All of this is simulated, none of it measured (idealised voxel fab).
Process module in this document: voxel ribs on slabs
Section shown: cut. Width: 165 nm. Cell size: 5 nm, square.
Format of a cross-section: grid, square cells. Given as bands. Order: top down. Band: one or more rows of cells. The entry gives the band's vertical extent as a top height and a bottom height in nm, then its horizontal make-up as materials from left to right, each with a width in nm. "blank" stands for empty space; a single material marked "all across" fills the band edge to edge. For the purposes of this specification, 0 denotes the height below which the wafer in its as-received condition is composed wholly of one material, and the lowermost band, lacking a lower limit, extends downward without end, as expressed in "z 0 and below". Note: "30..40" means the width goes from the first number (top row of the band) to the second number (bottom row) in equal steps per row of cells. What does "no alterations made" mean for a step? It means no cell of the cross-section changed in that step. Closed-off voids of 8+ cells (no open route to the top) go in "Sealed void list", written width x height at distance from the left edge, in nm. It should be noted that, on the line of a given step, the content following the step's settings is a remark produced by the simulator itself with respect to that step. Regarding "overlay nm": on a step with a mask, it is the distance the mask lay to the right of its planned place; a negative value places it to the left.

This section lists the process steps that were planned
| 1 | RECEIVE with material Si |
| 2 | DIRECTIONAL_DEP with material SiO2, thk nm 25 |
| 3 | DIRECTIONAL_DEP with material SiN, thk nm 15 |
| 4 | MASKED_ETCH with tone cover, mask id RIB, width nm 25, etch materials SiN, depth nm 5, overlay nm 0 |
| 5 | PATTERN with tone cover, mask id SLAB, material resist, width nm 55, thk nm 20, overlay nm 0 |
| 6 | DIRECTIONAL_ETCH with etch materials SiN, depth nm 10 |
| 7 | STRIP with etch materials resist |
| 8 | FILL_DEP with material SiO2, thk nm 15 |
| 9 | CMP with height nm 50 |
| 10 | DIRECTIONAL_DEP with material TiN, thk nm 5 |
| 11 | PATTERN with tone cover, mask id HEATER, material resist, width nm 35, thk nm 20, overlay nm 0 |
| 12 | DIRECTIONAL_ETCH with etch materials TiN, depth nm 5 |
| 13 | STRIP with etch materials resist |
| 14 | CONFORMAL_DEP with material SiN, thk nm 10 |

Cross-section of the wafer upon arrival, representing the state reached after step 1
  z 0 and below: Si all across
  Sealed void list: none

First of two wafers at the end of the module, shown in cross-section; run carried out as planned
  z 65 to 60: blank 55  SiN 55  blank 55
  z 60 to 55: SiN all across
  z 55 to 50: SiN 65  TiN 35  SiN 65
  z 50 to 40: SiO2 all across
  z 40 to 35: SiO2 70  SiN 25  SiO2 70
  z 35 to 25: SiO2 55  SiN 55  SiO2 55
  z 25 to 0: SiO2 all across
  z 0 and below: Si all across
  Sealed void list: none

Cross-sectional view: second of two wafers, end of module; start and plan identical to the first, one mistake in running
  z 65 to 60: blank 55  SiN 55  blank 55
  z 60 to 55: SiN all across
  z 55 to 50: SiN 65  TiN 35  SiN 65
  z 50 to 40: SiO2 55  SiN 55  SiO2 55
  z 40 to 25: SiN all across
  z 25 to 0: SiO2 all across
  z 0 and below: Si all across
  Sealed void list: none
What was the processing mistake? in the plan, step 3 was performed twice
Final comparison by cell count, materials where the second wafer has more or fewer than the first: SiN: 94 more; SiO2: 94 fewer
